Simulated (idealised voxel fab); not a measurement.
Name of the process module below: voxel gate over fins
This is section cut - it's 150 nm across, gridded in 5 nm square cells.
Each cross-section below is a grid of square cells, stated as bands in top-down order, with one or more rows of cells making up each band.
Look at the band entry: it leads with the top's height and the bottom's height in nm. Then it lists the materials left to right, with a width in nm for each. The word "throughout" on a single material says that material fills the band edge to edge. The word "blank" is empty space.
Zero point of the height axis is 0; under it, received wafer = one material. Lowest band: continues down indefinitely, "0 down".
With a width like "30..40", each row of cells in the band differs from the next by the same amount, the top row carrying the first number and the bottom row the second.
Take "no alterations made" at face value: in the step it is given for, the cross-section changed in none of its cells.
So "Voids, enclosed" is basically the list of trapped voids: any empty space of 8 cells or more that can't reach the top through an opening. They're written width x height at distance, the distance being from the left edge, and it's all nm.
after a step's settings: what the simulator itself notes on the step
overlay nm: mask offset rightward from planned place, masked step; negative means leftward offset.
**These are the steps we planned for the process**
1) RECEIVE | material Si
2) CONFORMAL_DEP | material SiN | thk nm 10
3) DIRECTIONAL_DEP | material aC | thk nm 15
4) PATTERN | tone cover | mask id FINS | material resist | width nm 15 | pitch nm 35 | thk nm 35 | overlay nm 0
5) DIRECTIONAL_ETCH | etch materials aC | depth nm 15
6) STRIP | etch materials resist
7) DIRECTIONAL_ETCH | etch materials SiN | depth nm 10
8) DIRECTIONAL_ETCH | etch materials Si | depth nm 35
9) STRIP | etch materials aC
10) OXIDIZE | depth nm 5
11) FILL_DEP | material SiO2 | thk nm 15
12) CMP | height nm 10
13) SELECTIVE_ETCH | etch materials SiO2 | depth nm 25
14) STRIP | etch materials SiN
15) CONFORMAL_DEP | material HfO2 | thk nm 5
16) CONFORMAL_DEP | material TiN | thk nm 5
17) FILL_DEP | material W | thk nm 10
18) CMP | height nm 15
19) CONFORMAL_DEP | material SiCN | thk nm 5
Heads up: all these wafers start the same, and what changes between them is the thk nm in step 19. The value you see in the plan is just what the first wafer got.
**The first of several wafers in cross-section, exactly as it reached us after step 1**
> 0 down  Si throughout
> Voids, enclosed: none
**The rows of the table below are wafers. Looking at the end of the module, a row counts, for every material, the cells the wafer has gained, shown as (+), or lost, shown as (-), since it was received; its closed voids come next**
thk nm 5 | +42 HfO2 | -224 Si | +30 SiCN | +140 SiO2 | +42 TiN | +90 W | Voids, enclosed: none
thk nm 10 | +42 HfO2 | -224 Si | +60 SiCN | +140 SiO2 | +42 TiN | +90 W | Voids, enclosed: none
thk nm 15 | +42 HfO2 | -224 Si | +90 SiCN | +140 SiO2 | +42 TiN | +90 W | Voids, enclosed: none
thk nm 20 | +42 HfO2 | -224 Si | +120 SiCN | +140 SiO2 | +42 TiN | +90 W | Voids, enclosed: none
